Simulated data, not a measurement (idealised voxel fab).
The process module presented herein is designated voxel trench capacitor.
Each square cell in cross-section cut measures 5 nm, and the section as a whole is 230 nm wide.
Cross-section = grid of square cells, listed top down in bands; band = one or more rows.
Top height, bottom height, nm. Materials left to right, width each, nm. Single material + "edge to edge" = fills band edge to edge. "empty" = empty.
Height reference: 0 = level under which incoming wafer is all one material. Lowest band: no bottom, runs on downward, e.g. "0 and below".
With a width like "30 to 40", each row of cells in the band differs from the next by the same amount, the top row carrying the first number and the bottom row the second.
Where the words "no change" appear for a step, the cross-section shows no cell changed by that step; every cell remained as before.
Closed-off voids of 8+ cells (no open route to the top) go in "Trapped cavities", written width x height at distance from the left edge, in nm.
Formally, on a step line, whatever follows the settings is a remark that the simulator itself makes on the step.
"overlay nm" denotes, for a step that has a mask, the displacement of the mask to the right of its planned place, with negative values corresponding to the left.

[plan]
1) RECEIVE [material Si]
2) CONFORMAL_DEP [material SiN] [thk nm 5]
3) DIRECTIONAL_DEP [material aC] [thk nm 10]
4) PATTERN [tone open] [mask id TRENCH] [material resist] [width nm 30] [pitch nm 55] [thk nm 30] [overlay nm 0]
5) DIRECTIONAL_ETCH [etch materials aC] [depth nm 10]
6) STRIP [etch materials resist]
7) DIRECTIONAL_ETCH [etch materials SiN] [depth nm 5]
8) DIRECTIONAL_ETCH [etch materials Si] [depth nm 30]
9) STRIP [etch materials aC]
10) CONFORMAL_DEP [material HfO2] [thk nm 5]
11) CONFORMAL_DEP [material TiN] [thk nm 5]
12) FILL_DEP [material W] [thk nm 5]
13) CMP [height nm 5]

[Here's what the wafer looked like in cross-section when it arrived - that's after step 1]
    0 and below  Si edge to edge
    Trapped cavities: none

[Wafer cross-section at module end: first of two, run to plan]
    5 down to 0  SiN (70); HfO2 (5); TiN (5); W (10); TiN (5); HfO2 (5); SiN (25); HfO2 (5); TiN (5); W (10); TiN (5); HfO2 (5); SiN (75)
    0 down to -20  Si (70); HfO2 (5); TiN (5); W (10); TiN (5); HfO2 (5); Si (25); HfO2 (5); TiN (5); W (10); TiN (5); HfO2 (5); Si (75)
    -20 down to -25  Si (70); HfO2 (5); TiN (20); HfO2 (5); Si (25); HfO2 (5); TiN (20); HfO2 (5); Si (75)
    -25 down to -30  Si (70); HfO2 (30); Si (25); HfO2 (30); Si (75)
    -30 and below  Si edge to edge
    Trapped cavities: none

[Cross-section, wafer two of two, end of module: same start and plan as wafer one, one error in execution]
    5 down to 0  SiN (60); HfO2 (5); TiN (5); W (10); TiN (5); HfO2 (5); SiN (25); HfO2 (5); TiN (5); W (10); TiN (5); HfO2 (5); SiN (85)
    0 down to -20  Si (60); HfO2 (5); TiN (5); W (10); TiN (5); HfO2 (5); Si (25); HfO2 (5); TiN (5); W (10); TiN (5); HfO2 (5); Si (85)
    -20 down to -25  Si (60); HfO2 (5); TiN (20); HfO2 (5); Si (25); HfO2 (5); TiN (20); HfO2 (5); Si (85)
    -25 down to -30  Si (60); HfO2 (30); Si (25); HfO2 (30); Si (85)
    -30 and below  Si edge to edge
    Trapped cavities: none
Run error: step 4, actual vs plan mismatch, actual run PATTERN [tone open] [mask id TRENCH] [material resist] [width nm 30] [pitch nm 55] [thk nm 30] [overlay nm -10]
at the end the second wafer has, in cells: as many of each material as the first, in other places
